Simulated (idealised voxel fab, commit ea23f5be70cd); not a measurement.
The document below concerns the process module designated voxel capacitor over wiring.
Displayed cross-section: cut, width of 300 nm, square cells sized 5 nm.
Cross-section format: a grid of square cells, given as bands from top to bottom; each band is one or more rows of cells.
A band entry consists of two parts. The first gives the height of the band's top and the height of its bottom, in nm. The rest lists the band's materials from left to right, each with its width in nm. A single material labelled with the word "full width" fills the band from edge to edge, and the word "blank" marks empty space.
Heights are reckoned from 0. Under this level, the received wafer is all of one material. The bottommost band is open-ended downward, for example "0 -> down".
Per-row width for "30->40": begins at first number (top row of band), ends at second number (bottom row), increment between rows held constant.
It should be understood that the words "nothing got changed", when stated for a given step, signify that the cross-section underwent no change in any of its cells during that step.
This entry, "Internal closed voids", enumerates those empty regions of no fewer than 8 cells that possess no open connection to the top. Each region is reported in the form width x height at distance, the distance being taken from the left edge, with all three quantities expressed in nm.
Post-settings text on a step line: simulator's own remark regarding the step.
The "overlay nm" setting may appear on a step's line; for a step that uses a mask, it gives how far to the right of its planned position the mask lay, and a negative value indicates the left.

Process steps - plan:
| 1 | RECEIVE | material Si |
| 2 | CONFORMAL_DEP | material SiO2 | thk nm 15 |
| 3 | DIRECTIONAL_DEP | material TiN | thk nm 5 |
| 4 | DIRECTIONAL_DEP | material Ru | thk nm 20 |
| 5 | DIRECTIONAL_DEP | material aC | thk nm 15 |
| 6 | PATTERN | tone cover | mask id METAL_1 | material resist | width nm 25 | pitch nm 90 | thk nm 35 | overlay nm 0 |
| 7 | DIRECTIONAL_ETCH | etch materials aC | depth nm 15 |
| 8 | STRIP | etch materials resist |
| 9 | DIRECTIONAL_ETCH | etch materials Ru | depth nm 20 |
| 10 | DIRECTIONAL_ETCH | etch materials TiN | depth nm 5 |
| 11 | STRIP | etch materials aC |
| 12 | FILL_DEP | material lowk | thk nm 10 |
| 13 | CMP | height nm 40 |
| 14 | CONFORMAL_DEP | material SiCN | thk nm 5 |
| 15 | DIRECTIONAL_DEP | material lowk | thk nm 20 |
| 16 | PATTERN | tone open | mask id PLUG_1 | material resist | width nm 15 | thk nm 20 | overlay nm 0 |
| 17 | DIRECTIONAL_ETCH | etch materials lowk | depth nm 20 |
| 18 | DIRECTIONAL_ETCH | etch materials SiCN | depth nm 5 |
| 19 | STRIP | etch materials resist |
| 20 | CONFORMAL_DEP | material TiN | thk nm 5 |
| 21 | FILL_DEP | material W | thk nm 10 |
| 22 | CMP | height nm 65 |
| 23 | DIRECTIONAL_DEP | material TiN | thk nm 5 |
| 24 | DIRECTIONAL_DEP | material Al2O3 | thk nm 5 |
| 25 | DIRECTIONAL_DEP | material TiN | thk nm 10 |
| 26 | DIRECTIONAL_DEP | material aC | thk nm 15 |
| 27 | PATTERN | tone cover | mask id UPPER_PLATE | material resist | width nm 70 | thk nm 30 | overlay nm 0 |
| 28 | DIRECTIONAL_ETCH | etch materials aC | depth nm 15 |
| 29 | STRIP | etch materials resist |
| 30 | DIRECTIONAL_ETCH | etch materials TiN | depth nm 10 |
| 31 | DIRECTIONAL_ETCH | etch materials Al2O3 | depth nm 5 |
| 32 | STRIP | etch materials aC |
| 33 | MASKED_ETCH | tone cover | mask id LOWER_PLATE | width nm 80 | etch materials TiN | depth nm 5 | overlay nm 0 |
| 34 | FILL_DEP | material SiO2 | thk nm 20 |
| 35 | CMP | height nm 100 |
| 36 | PATTERN | tone open | mask id PLUG_2 | material resist | width nm 15 | thk nm 20 | overlay nm 0 |
| 37 | DIRECTIONAL_ETCH | etch materials SiO2 | depth nm 15 |
| 38 | STRIP | etch materials resist |
| 39 | CONFORMAL_DEP | material TiN | thk nm 5 |
| 40 | FILL_DEP | material Ru | thk nm 5 |
| 41 | CMP | height nm 100 |
| 42 | CONFORMAL_DEP | material SiN | thk nm 5 |

On the first of the two wafers: run conducted according to plan:

Wafer cross-section on receipt, i.e. after step 1:
* 0 -> down  Si full width
* Internal closed voids: none

Cross-section: wafer state after step 2:
* 15 -> 0  SiO2 full width
* Below 0 it's all the same as before, nothing changed down there.

Cross-section: wafer state after step 3:
* 20 -> 15  TiN full width
* Below 15 it's all the same as before, nothing changed down there.

Cross-section: wafer state after step 4:
* 40 -> 20  Ru full width
* Below 20 it's all the same as before, nothing changed down there.

Cross-section: wafer state after step 5:
* 55 -> 40  aC full width
* Below 40 it's all the same as before, nothing changed down there.

Cross-section: wafer state after step 6:
* 90 -> 55  90 of blank / 25 of resist / 65 of blank / 25 of resist / 95 of blank
* Below 55 it's all the same as before, nothing changed down there.

Cross-section: wafer state after step 7:
* 75 -> 55  90 of blank / 25 of resist / 65 of blank / 25 of resist / 95 of blank
* 55 -> 40  90 of blank / 25 of aC / 65 of blank / 25 of aC / 95 of blank
* Below 40 it's all the same as before, nothing changed down there.

Cross-section: wafer state after step 8:
* 55 -> 40  90 of blank / 25 of aC / 65 of blank / 25 of aC / 95 of blank
* Below 40 it's all the same as before, nothing changed down there.

Cross-section: wafer state after step 9:
* 55 -> 40  90 of blank / 25 of aC / 65 of blank / 25 of aC / 95 of blank
* 40 -> 20  90 of blank / 25 of Ru / 65 of blank / 25 of Ru / 95 of blank
* Below 20 it's all the same as before, nothing changed down there.

Cross-section: wafer state after step 10:
* 55 -> 40  90 of blank / 25 of aC / 65 of blank / 25 of aC / 95 of blank
* 40 -> 20  90 of blank / 25 of Ru / 65 of blank / 25 of Ru / 95 of blank
* 20 -> 15  90 of blank / 25 of TiN / 65 of blank / 25 of TiN / 95 of blank
* Below 15 it's all the same as before, nothing changed down there.

Cross-section: wafer state after step 11:
* 40 -> 20  90 of blank / 25 of Ru / 65 of blank / 25 of Ru / 95 of blank
* Below 20 it's all the same as before, nothing changed down there.

Cross-section: wafer state after step 12:
* 50 -> 40  lowk full width
* 40 -> 20  90 of lowk / 25 of Ru / 65 of lowk / 25 of Ru / 95 of lowk
* 20 -> 15  90 of lowk / 25 of TiN / 65 of lowk / 25 of TiN / 95 of lowk
* Below 15 it's all the same as before, nothing changed down there.

Cross-section: wafer state after step 13:
* 40 -> 20  90 of lowk / 25 of Ru / 65 of lowk / 25 of Ru / 95 of lowk
* Below 20 it's all the same as before, nothing changed down there.

Cross-section: wafer state after step 14:
* 45 -> 40  SiCN full width
* Below 40 it's all the same as before, nothing changed down there.

Cross-section: wafer state after step 15:
* 65 -> 45  lowk full width
* Below 45 it's all the same as before, nothing changed down there.

Cross-section: wafer state after step 16:
* 85 -> 65  100 of resist / 15 of blank / 185 of resist
* Below 65 it's all the same as before, nothing changed down there.

Cross-section: wafer state after step 17:
* 85 -> 65  100 of resist / 15 of blank / 185 of resist
* 65 -> 45  100 of lowk / 15 of blank / 185 of lowk
* Below 45 it's all the same as before, nothing changed down there.

Cross-section: wafer state after step 18:
* 85 -> 65  100 of resist / 15 of blank / 185 of resist
* 65 -> 45  100 of lowk / 15 of blank / 185 of lowk
* 45 -> 40  100 of SiCN / 15 of blank / 185 of SiCN
* Below 40 it's all the same as before, nothing changed down there.

Cross-section: wafer state after step 19:
* 65 -> 45  100 of lowk / 15 of blank / 185 of lowk
* Below 45 it's all the same as before, nothing changed down there.

Cross-section: wafer state after step 20:
* 70 -> 65  105 of TiN / 5 of blank / 190 of TiN
* 65 -> 45  100 of lowk / 5 of TiN / 5 of blank / 5 of TiN / 185 of lowk
* 45 -> 40  100 of SiCN / 15 of TiN / 185 of SiCN
* Below 40 it's all the same as before, nothing changed down there.

Cross-section: wafer state after step 21:
* 80 -> 70  W full width
* 70 -> 65  105 of TiN / 5 of W / 190 of TiN
* 65 -> 45  100 of lowk / 5 of TiN / 5 of W / 5 of TiN / 185 of lowk
* Below 45 it's all the same as before, nothing changed down there.

Cross-section: wafer state after step 22:
* 65 -> 45  100 of lowk / 5 of TiN / 5 of W / 5 of TiN / 185 of lowk
* Below 45 it's all the same as before, nothing changed down there.

Cross-section: wafer state after step 23:
* 70 -> 65  TiN full width
* Below 65 it's all the same as before, nothing changed down there.

Cross-section: wafer state after step 24:
* 75 -> 70  Al2O3 full width
* Below 70 it's all the same as before, nothing changed down there.

Cross-section: wafer state after step 25:
* 85 -> 75  TiN full width
* Below 75 it's all the same as before, nothing changed down there.

Cross-section: wafer state after step 26:
* 100 -> 85  aC full width
* Below 85 it's all the same as before, nothing changed down there.

Cross-section: wafer state after step 27:
* 130 -> 100  100 of blank / 70 of resist / 130 of blank
* Below 100 it's all the same as before, nothing changed down there.

Cross-section: wafer state after step 28:
* 115 -> 100  100 of blank / 70 of resist / 130 of blank
* 100 -> 85  100 of blank / 70 of aC / 130 of blank
* Below 85 it's all the same as before, nothing changed down there.

Cross-section: wafer state after step 29:
* 100 -> 85  100 of blank / 70 of aC / 130 of blank
* Below 85 it's all the same as before, nothing changed down there.

Cross-section: wafer state after step 30:
* 100 -> 85  100 of blank / 70 of aC / 130 of blank
* 85 -> 75  100 of blank / 70 of TiN / 130 of blank
* Below 75 it's all the same as before, nothing changed down there.

Cross-section: wafer state after step 31:
* 100 -> 85  100 of blank / 70 of aC / 130 of blank
* 85 -> 75  100 of blank / 70 of TiN / 130 of blank
* 75 -> 70  100 of blank / 70 of Al2O3 / 130 of blank
* Below 70 it's all the same as before, nothing changed down there.

Cross-section: wafer state after step 32:
* 85 -> 75  100 of blank / 70 of TiN / 130 of blank
* Below 75 it's all the same as before, nothing changed down there.

Cross-section: wafer state after step 33:
* 85 -> 75  100 of blank / 70 of TiN / 130 of blank
* 75 -> 70  100 of blank / 70 of Al2O3 / 130 of blank
* 70 -> 65  95 of blank / 80 of TiN / 125 of blank
* Below 65 it's all the same as before, nothing changed down there.

Cross-section: wafer state after step 34:
* 105 -> 85  SiO2 full width
* 85 -> 75  100 of SiO2 / 70 of TiN / 130 of SiO2
* 75 -> 70  100 of SiO2 / 70 of Al2O3 / 130 of SiO2
* 70 -> 65  95 of SiO2 / 80 of TiN / 125 of SiO2
* Below 65 it's all the same as before, nothing changed down there.

Cross-section: wafer state after step 35:
* 100 -> 85  SiO2 full width
* Below 85 it's all the same as before, nothing changed down there.

Cross-section: wafer state after step 36:
* 120 -> 100  110 of resist / 15 of blank / 175 of resist
* Below 100 it's all the same as before, nothing changed down there.

Cross-section: wafer state after step 37:
* 120 -> 100  110 of resist / 15 of blank / 175 of resist
* 100 -> 85  110 of SiO2 / 15 of blank / 175 of SiO2
* Below 85 it's all the same as before, nothing changed down there.

Cross-section: wafer state after step 38:
* 100 -> 85  110 of SiO2 / 15 of blank / 175 of SiO2
* Below 85 it's all the same as before, nothing changed down there.

Cross-section: wafer state after step 39:
* 105 -> 100  115 of TiN / 5 of blank / 180 of TiN
* 100 -> 90  110 of SiO2 / 5 of TiN / 5 of blank / 5 of TiN / 175 of SiO2
* 90 -> 85  110 of SiO2 / 15 of TiN / 175 of SiO2
* Below 85 it's all the same as before, nothing changed down there.

Cross-section: wafer state after step 40:
* 110 -> 105  Ru full width
* 105 -> 100  115 of TiN / 5 of Ru / 180 of TiN
* 100 -> 90  110 of SiO2 / 5 of TiN / 5 of Ru / 5 of TiN / 175 of SiO2
* Below 90 it's all the same as before, nothing changed down there.

Cross-section: wafer state after step 41:
* 100 -> 90  110 of SiO2 / 5 of TiN / 5 of Ru / 5 of TiN / 175 of SiO2
* Below 90 it's all the same as before, nothing changed down there.

Cross-section: wafer state after step 42:
* 105 -> 100  SiN full width
* Below 100 it's all the same as before, nothing changed down there.

Wafer two: like wafer one in start and plan, but with one mistake in execution; identical up to and including step 26:

At the planned end of step 27, the second wafer in cross-section:
* 130 -> 100  100 of resist / 70 of blank / 130 of resist
* Below 100 it's all the same as before, nothing changed down there.

At the planned end of step 28, the second wafer in cross-section:
* 115 -> 100  100 of resist / 70 of blank / 130 of resist
* 100 -> 85  100 of aC / 70 of blank / 130 of aC
* Below 85 it's all the same as before, nothing changed down there.

At the planned end of step 29, the second wafer in cross-section:
* 100 -> 85  100 of aC / 70 of blank / 130 of aC
* Below 85 it's all the same as before, nothing changed down there.

At the planned end of step 30, the second wafer in cross-section:
* 100 -> 85  100 of aC / 70 of blank / 130 of aC
* 85 -> 75  100 of TiN / 70 of blank / 130 of TiN
* Below 75 it's all the same as before, nothing changed down there.

At the planned end of step 31, the second wafer in cross-section:
* 100 -> 85  100 of aC / 70 of blank / 130 of aC
* 85 -> 75  100 of TiN / 70 of blank / 130 of TiN
* 75 -> 70  100 of Al2O3 / 70 of blank / 130 of Al2O3
* Below 70 it's all the same as before, nothing changed down there.

At the planned end of step 32, the second wafer in cross-section:
* 85 -> 75  100 of TiN / 70 of blank / 130 of TiN
* Below 75 it's all the same as before, nothing changed down there.

At the planned end of step 33, the second wafer in cross-section:
* 85 -> 80  95 of blank / 5 of TiN / 70 of blank / 5 of TiN / 125 of blank
* Below 80 it's all the same as before, nothing changed down there.

At the planned end of step 34, the second wafer in cross-section:
* 105 -> 85  SiO2 full width
* 85 -> 80  95 of SiO2 / 5 of TiN / 70 of SiO2 / 5 of TiN / 125 of SiO2
* 80 -> 75  100 of TiN / 70 of SiO2 / 130 of TiN
* 75 -> 70  100 of Al2O3 / 70 of SiO2 / 130 of Al2O3
* Below 70 it's all the same as before, nothing changed down there.

At the planned end of step 35, the second wafer in cross-section:
* 100 -> 85  SiO2 full width
* Below 85 it's all the same as before, nothing changed down there.

At the planned end of step 36, the second wafer in cross-section:
* 120 -> 100  110 of resist / 15 of blank / 175 of resist
* Below 100 it's all the same as before, nothing changed down there.

At the planned end of step 37, the second wafer in cross-section:
* 120 -> 100  110 of resist / 15 of blank / 175 of resist
* 100 -> 85  110 of SiO2 / 15 of blank / 175 of SiO2
* Below 85 it's all the same as before, nothing changed down there.

At the planned end of step 38, the second wafer in cross-section:
* 100 -> 85  110 of SiO2 / 15 of blank / 175 of SiO2
* Below 85 it's all the same as before, nothing changed down there.

At the planned end of step 39, the second wafer in cross-section:
* 105 -> 100  115 of TiN / 5 of blank / 180 of TiN
* 100 -> 90  110 of SiO2 / 5 of TiN / 5 of blank / 5 of TiN / 175 of SiO2
* 90 -> 85  110 of SiO2 / 15 of TiN / 175 of SiO2
* Below 85 it's all the same as before, nothing changed down there.

At the planned end of step 40, the second wafer in cross-section:
* 110 -> 105  Ru full width
* 105 -> 100  115 of TiN / 5 of Ru / 180 of TiN
* 100 -> 90  110 of SiO2 / 5 of TiN / 5 of Ru / 5 of TiN / 175 of SiO2
* Below 90 it's all the same as before, nothing changed down there.

At the planned end of step 41, the second wafer in cross-section:
* 100 -> 90  110 of SiO2 / 5 of TiN / 5 of Ru / 5 of TiN / 175 of SiO2
* Below 90 it's all the same as before, nothing changed down there.

At the planned end of step 42, the second wafer in cross-section:
* 105 -> 100  SiN full width
* Below 100 it's all the same as before, nothing changed down there.
Plan not followed: step 27 ran as: PATTERN | tone open | mask id UPPER_PLATE | material resist | width nm 70 | thk nm 30 | overlay nm 0
Counted in cells at the end, the second wafer holds more or fewer of these materials than the first: Al2O3: 32 more; SiO2: 96 fewer; TiN: 64 more
